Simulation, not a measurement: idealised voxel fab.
process module | voxel air gaps
Pictured: cross-section cut, 175 nm wide, on a grid of 5 nm square cells.
Cross-section layout: square cells on a grid; listed as bands, top to bottom; a band spans one or more cell rows. What a band's entry tells you: where the top is and where the bottom is, as heights in nm, and after that what lies inside, material by material from left to right, each with its width in nm. Empty space is written as the word "empty", and a single material marked with the word "full width" occupies the band from edge to edge. We count height from 0. Below that, the starting wafer is all one material. The lowest band never ends at the bottom but goes on down; see "0 nm and below" for how that is written. Top row gets the first number, bottom row gets the second, and each row in between changes by the same step: that is how a band width like "30 to 40" works. "no modification" for a step: no cell of the cross-section changed in that step. "Closed empty spaces" specifies each empty space that is not open to the top and that occupies no fewer than 8 cells, using the form width x height at distance, the distance measured from the left edge and all three quantities in nm. after a step's settings: what the simulator itself notes on the step. The optional step-line setting "overlay nm" applies to steps with a mask and quantifies how far to the right of its planned location the mask lay, a negative value indicating leftward placement.
**These are the steps we planned for the process**
1) RECEIVE, material Si
2) CONFORMAL_DEP, material SiO2, thk nm 15
3) CONFORMAL_DEP, material SiCN, thk nm 5
4) DIRECTIONAL_DEP, material SiO2, thk nm 30
5) MASKED_ETCH, tone open, mask id LINES, width nm 20, pitch nm 45, etch materials SiO2, depth nm 30, overlay nm 0
6) CONFORMAL_DEP, material TiN, thk nm 5
7) FILL_DEP, material Cu, thk nm 10
8) CMP, height nm 50
9) EPI, material Ru, thk nm 10
10) SELECTIVE_ETCH, etch materials SiO2, depth nm 40
11) CONFORMAL_DEP, material SiCN, thk nm 5
**Cross-section of the wafer as it came to us, i.e., already through step 1**
    0 nm and below  Si full width
    Closed empty spaces: none
**The first of the two wafers as seen in cross-section once the module was finished; processing followed the plan**
    65 nm to 60 nm  empty 15 nm / SiCN 140 nm / empty 20 nm
    60 nm to 50 nm  empty 15 nm / SiCN 5 nm / Ru 40 nm / SiCN 5 nm / Ru 40 nm / SiCN 5 nm / Ru 40 nm / SiCN 5 nm / empty 20 nm
    50 nm to 45 nm  empty 15 nm / SiCN 15 nm / TiN 5 nm / Cu 10 nm / TiN 5 nm / SiCN 25 nm / TiN 5 nm / Cu 10 nm / TiN 5 nm / SiCN 25 nm / TiN 5 nm / Cu 10 nm / TiN 5 nm / SiCN 15 nm / empty 20 nm
    45 nm to 25 nm  empty 25 nm / SiCN 5 nm / TiN 5 nm / Cu 10 nm / TiN 5 nm / SiCN 5 nm / empty 15 nm / SiCN 5 nm / TiN 5 nm / Cu 10 nm / TiN 5 nm / SiCN 5 nm / empty 15 nm / SiCN 5 nm / TiN 5 nm / Cu 10 nm / TiN 5 nm / SiCN 5 nm / empty 30 nm
    25 nm to 20 nm  SiCN 30 nm / TiN 20 nm / SiCN 25 nm / TiN 20 nm / SiCN 25 nm / TiN 20 nm / SiCN 35 nm
    20 nm to 15 nm  SiCN full width
    15 nm to 0 nm  SiO2 full width
    0 nm and below  Si full width
    Closed empty spaces: 15 x 20 at 55; 15 x 20 at 100
**Second wafer through the module, sectioned at the end: same beginning and same plan as the first wafer, with one mistake in carrying it out**
    65 nm to 60 nm  SiCN full width
    60 nm to 50 nm  Ru full width
    50 nm to 25 nm  Cu 25 nm / TiN 5 nm / SiO2 20 nm / TiN 5 nm / Cu 15 nm / TiN 5 nm / SiO2 20 nm / TiN 5 nm / Cu 15 nm / TiN 5 nm / SiO2 20 nm / TiN 5 nm / Cu 30 nm
    25 nm to 20 nm  TiN 30 nm / SiO2 20 nm / TiN 25 nm / SiO2 20 nm / TiN 25 nm / SiO2 20 nm / TiN 35 nm
    20 nm to 15 nm  SiCN full width
    15 nm to 0 nm  SiO2 full width
    0 nm and below  Si full width
    Closed empty spaces: none
Processing error: step 5 was processed under conditions differing from the plan, specifically as MASKED_ETCH, tone cover, mask id LINES, width nm 20, pitch nm 45, etch materials SiO2, depth nm 30, overlay nm 0
FYI, end of process, the second wafer has more or fewer cells of some materials than the first: Cu: 55 more, Ru: 22 more, SiCN: 64 fewer, SiO2: 72 more, TiN: 11 more
The closed voids present at the end amount to 2 for the first wafer and 0 for the second wafer.
